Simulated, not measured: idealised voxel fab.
A process module follows: voxel released beams.
Displayed cross-section: cut, width of 290 nm, square cells sized 5 nm.
Just so we're on the same page, the cross-sections are grids of square cells, and they're listed out in bands top to bottom, each band one or more rows deep.
First you get the band's top height and its bottom height, in nm, and then the materials it's made of, left to right, with each width in nm. If you see a single material with "everywhere", that one covers the band edge to edge. "blank" is empty space.
Height reference: 0 = level under which incoming wafer is all one material. Lowest band: no bottom, runs on downward, e.g. "0 down".
A two-number width, for instance "30..40", indicates that the width is equal to the first number in the top row of the band and to the second number in the bottom row, and that it changes by a constant amount per row of cells.
For the purposes of this document, the phrase "no change occurred" attached to a step denotes that no cell within the cross-section was modified by that step.
Enclosed voids (no open way to top), threshold 8 cells or more, entry "Cavities, closed", notation width x height at distance, distance from left edge, nm.
Heads up: the bit after the settings on a step's line is the simulator's remark on that step.
overlay nm, on a step with a mask: how far to the right of its planned place the mask lay; to the left if negative

STEPS IN THE PROCESS PLAN
1. RECEIVE (material Si)
2. CONFORMAL_DEP (material Al2O3; thk nm 10)
3. DIRECTIONAL_DEP (material SiO2; thk nm 10)
4. PATTERN (tone open; mask id ANCHOR; material resist; width nm 25; thk nm 20; overlay nm 0)
5. DIRECTIONAL_ETCH (etch materials SiO2; depth nm 10)
6. STRIP (etch materials resist)
7. CONFORMAL_DEP (material SiN; thk nm 10)
8. MASKED_ETCH (tone cover; mask id BEAM; width nm 80; etch materials SiN; depth nm 10; overlay nm 0)
9. STRIP (etch materials SiO2)

FIRST OF TWO WAFERS, PROCESSED ACCORDING TO PLAN

INCOMING WAFER, CROSS-SECTIONAL VIEW, POST STEP 1
> 0 down = Si everywhere
> Cavities, closed: none

CROSS-SECTION THROUGH THE WAFER, STEP 2 FINISHED
> 10 to 0 = Al2O3 everywhere
> Nothing below the height 0 has changed.

CROSS-SECTION THROUGH THE WAFER, STEP 3 FINISHED
> 20 to 10 = SiO2 everywhere
> Nothing below the height 10 has changed.

CROSS-SECTION THROUGH THE WAFER, STEP 4 FINISHED
> 40 to 20 = resist 105 nm; blank 25 nm; resist 160 nm
> Nothing below the height 20 has changed.

CROSS-SECTION THROUGH THE WAFER, STEP 5 FINISHED
> 40 to 20 = resist 105 nm; blank 25 nm; resist 160 nm
> 20 to 10 = SiO2 105 nm; blank 25 nm; SiO2 160 nm
> Nothing below the height 10 has changed.

CROSS-SECTION THROUGH THE WAFER, STEP 6 FINISHED
> 20 to 10 = SiO2 105 nm; blank 25 nm; SiO2 160 nm
> Nothing below the height 10 has changed.

CROSS-SECTION THROUGH THE WAFER, STEP 7 FINISHED
> 30 to 20 = SiN 115 nm; blank 5 nm; SiN 170 nm
> 20 to 10 = SiO2 105 nm; SiN 25 nm; SiO2 160 nm
> Nothing below the height 10 has changed.

CROSS-SECTION THROUGH THE WAFER, STEP 8 FINISHED
> 30 to 20 = blank 100 nm; SiN 15 nm; blank 5 nm; SiN 60 nm; blank 110 nm
> Nothing below the height 20 has changed.

CROSS-SECTION THROUGH THE WAFER, STEP 9 FINISHED
> 30 to 20 = blank 100 nm; SiN 15 nm; blank 5 nm; SiN 60 nm; blank 110 nm
> 20 to 10 = blank 105 nm; SiN 25 nm; blank 160 nm
> Nothing below the height 10 has changed.

COMPANION WAFER, THE SECOND OF TWO: SAME BEGINNING, SAME INTENDED SEQUENCE, ONE MISTAKE IN CARRYING IT OUT; THROUGH STEP 7 INCLUSIVE IT TRACKS THE FIRST EXACTLY

WHEN STEP 8 SHOULD HAVE ENDED
> 30 to 20 = blank 105 nm; SiN 10 nm; blank 5 nm; SiN 60 nm; blank 110 nm
> Nothing below the height 20 has changed.

WHEN STEP 9 SHOULD HAVE ENDED
> 30 to 20 = blank 105 nm; SiN 10 nm; blank 5 nm; SiN 60 nm; blank 110 nm
> 20 to 10 = blank 105 nm; SiN 25 nm; blank 160 nm
> Nothing below the height 10 has changed.
Finding, execution versus plan: step 8 went in with a setting other than planned; the actual run was MASKED_ETCH (tone cover; mask id BEAM; width nm 75; etch materials SiN; depth nm 10; overlay nm 0)
Per the end-of-run cell counts, the second wafer holds more or fewer of some materials than the first: SiN: 2 fewer
